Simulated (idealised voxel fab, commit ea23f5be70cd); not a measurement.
Documented hereafter: the process module known as voxel capacitor over wiring.
Pictured: cross-section cut, 235 nm wide, on a grid of 5 nm square cells.
Square cells in a grid make up a cross-section in this document, and the grid is given as bands, listed from the top down, each one or more rows of cells.
For a band, the entry starts with two heights in nm, that of the top and then that of the bottom, and carries on with the band's materials in order from left to right, each alongside its width in nm; the word "all across" beside a single material means it fills the band edge to edge, and "air" means empty space.
For the purposes of this specification, 0 denotes the height below which the wafer in its as-received condition is composed wholly of one material, and the lowermost band, lacking a lower limit, extends downward without end, as expressed in "0 nm and below".
Graded width ("30->40"): value in top row of band = first number; value in bottom row = second number; row-to-row change constant.
"nothing changed" means the step left every cell of the cross-section as it was.
"Enclosed internal voids" lists enclosed empty spaces (at least 8 cells, no open path upward to the top), each as width x height at distance from the left edge, in nm.
If you see something after the settings on a step's line, that's the simulator's own remark about that step.
When a step includes a mask, the "overlay nm" setting on its line states how far to the right of its planned place that mask lay, and negative values state how far to the left.
# plan
1. RECEIVE, material Si
2. CONFORMAL_DEP, material SiO2, thk nm 15
3. DIRECTIONAL_DEP, material TiN, thk nm 5
4. DIRECTIONAL_DEP, material W, thk nm 20
5. DIRECTIONAL_DEP, material aC, thk nm 15
6. PATTERN, tone cover, mask id METAL_1, material resist, width nm 25, pitch nm 85, thk nm 35, overlay nm 0
7. DIRECTIONAL_ETCH, etch materials aC, depth nm 15
8. STRIP, etch materials resist
9. DIRECTIONAL_ETCH, etch materials W, depth nm 20
10. DIRECTIONAL_ETCH, etch materials TiN, depth nm 5
11. STRIP, etch materials aC
12. FILL_DEP, material SiO2, thk nm 10
13. CMP, height nm 30
14. CONFORMAL_DEP, material SiCN, thk nm 5
15. DIRECTIONAL_DEP, material lowk, thk nm 15
16. MASKED_ETCH, tone open, mask id PLUG_1, width nm 15, etch materials lowk, depth nm 15, overlay nm 0
17. MASKED_ETCH, tone open, mask id PLUG_1, width nm 15, etch materials SiCN, depth nm 5, overlay nm 0
18. CONFORMAL_DEP, material TiN, thk nm 5
19. FILL_DEP, material Ru, thk nm 10
20. CMP, height nm 60
21. DIRECTIONAL_DEP, material TiN, thk nm 5
22. DIRECTIONAL_DEP, material SiN, thk nm 5
23. DIRECTIONAL_DEP, material TiN, thk nm 10
24. DIRECTIONAL_DEP, material aC, thk nm 10
25. PATTERN, tone cover, mask id UPPER_PLATE, material resist, width nm 65, thk nm 25, overlay nm 0
26. DIRECTIONAL_ETCH, etch materials aC, depth nm 10
27. STRIP, etch materials resist
28. DIRECTIONAL_ETCH, etch materials TiN, depth nm 10
29. DIRECTIONAL_ETCH, etch materials SiN, depth nm 5
30. STRIP, etch materials aC
31. DIRECTIONAL_DEP, material aC, thk nm 10
32. PATTERN, tone cover, mask id LOWER_PLATE, material resist, width nm 75, thk nm 30, overlay nm 0
33. DIRECTIONAL_ETCH, etch materials aC, depth nm 10
34. STRIP, etch materials resist
35. DIRECTIONAL_ETCH, etch materials TiN, depth nm 5
36. STRIP, etch materials aC
37. FILL_DEP, material SiO2, thk nm 15
38. CMP, height nm 90
39. PATTERN, tone open, mask id PLUG_2, material resist, width nm 15, thk nm 20, overlay nm 0
40. DIRECTIONAL_ETCH, etch materials SiO2, depth nm 10
41. STRIP, etch materials resist
42. CONFORMAL_DEP, material TiN, thk nm 5
43. FILL_DEP, material Cu, thk nm 5
44. CMP, height nm 90
45. CONFORMAL_DEP, material SiN, thk nm 5
varied across the wafers: height nm of step 13. The plan shows the first wafer's value. All wafers start alike
# Cross-section of the first incoming wafer of several, state after step 1
- 0 nm and below: Si all across
- Enclosed internal voids: none
# First of several wafers, sectioned at end of module (last step: step 45)
- 95 nm to 90 nm: SiN all across
- 90 nm to 85 nm: 80 of SiO2 / 5 of TiN / 5 of Cu / 5 of TiN / 140 of SiO2
- 85 nm to 80 nm: 80 of SiO2 / 15 of TiN / 140 of SiO2
- 80 nm to 70 nm: 70 of SiO2 / 65 of TiN / 100 of SiO2
- 70 nm to 65 nm: 70 of SiO2 / 65 of SiN / 100 of SiO2
- 65 nm to 60 nm: 65 of SiO2 / 75 of TiN / 95 of SiO2
- 60 nm to 55 nm: Ru all across
- 55 nm to 50 nm: 75 of TiN / 5 of Ru / 155 of TiN
- 50 nm to 35 nm: 70 of lowk / 5 of TiN / 5 of Ru / 5 of TiN / 150 of lowk
- 35 nm to 30 nm: 70 of SiCN / 15 of TiN / 150 of SiCN
- 30 nm to 20 nm: 60 of SiO2 / 25 of W / 60 of SiO2 / 25 of W / 65 of SiO2
- 20 nm to 15 nm: 60 of SiO2 / 25 of TiN / 60 of SiO2 / 25 of TiN / 65 of SiO2
- 15 nm to 0 nm: SiO2 all across
- 0 nm and below: Si all across
- Enclosed internal voids: none
# Final wafer of several, shown in cross-section at the end of the module
- 95 nm to 90 nm: SiN all across
- 90 nm to 85 nm: 80 of SiO2 / 5 of TiN / 5 of Cu / 5 of TiN / 140 of SiO2
- 85 nm to 80 nm: 80 of SiO2 / 15 of TiN / 140 of SiO2
- 80 nm to 70 nm: 70 of SiO2 / 65 of TiN / 100 of SiO2
- 70 nm to 65 nm: 70 of SiO2 / 65 of SiN / 100 of SiO2
- 65 nm to 60 nm: 65 of SiO2 / 75 of TiN / 95 of SiO2
- 60 nm to 55 nm: 70 of lowk / 5 of TiN / 5 of Ru / 5 of TiN / 150 of lowk
- 55 nm to 50 nm: 70 of SiCN / 15 of TiN / 150 of SiCN
- 50 nm to 40 nm: SiO2 all across
- 40 nm to 20 nm: 60 of SiO2 / 25 of W / 60 of SiO2 / 25 of W / 65 of SiO2
- 20 nm to 15 nm: 60 of SiO2 / 25 of TiN / 60 of SiO2 / 25 of TiN / 65 of SiO2
- 15 nm to 0 nm: SiO2 all across
- 0 nm and below: Si all across
- Enclosed internal voids: none
# Tabulated below, wafer by wafer, are the end-of-module results: for each material, the number of cells gained (+) or lost (-) relative to the as-received state, followed by the closed voids
height nm 30, +1 Cu, +51 Ru, +44 SiCN, +60 SiN, +474 SiO2, +111 TiN, +20 W, +132 lowk, Enclosed internal voids: none
height nm 35, +1 Cu, +4 Ru, +44 SiCN, +60 SiN, +511 SiO2, +111 TiN, +30 W, +132 lowk, Enclosed internal voids: none
height nm 40, +1 Cu, +3 Ru, +44 SiCN, +60 SiN, +548 SiO2, +65 TiN, +40 W, +132 lowk, Enclosed internal voids: none
height nm 45, +1 Cu, +2 Ru, +44 SiCN, +60 SiN, +595 SiO2, +63 TiN, +40 W, +88 lowk, Enclosed internal voids: none
height nm 50, +1 Cu, +1 Ru, +44 SiCN, +60 SiN, +642 SiO2, +61 TiN, +40 W, +44 lowk, Enclosed internal voids: none
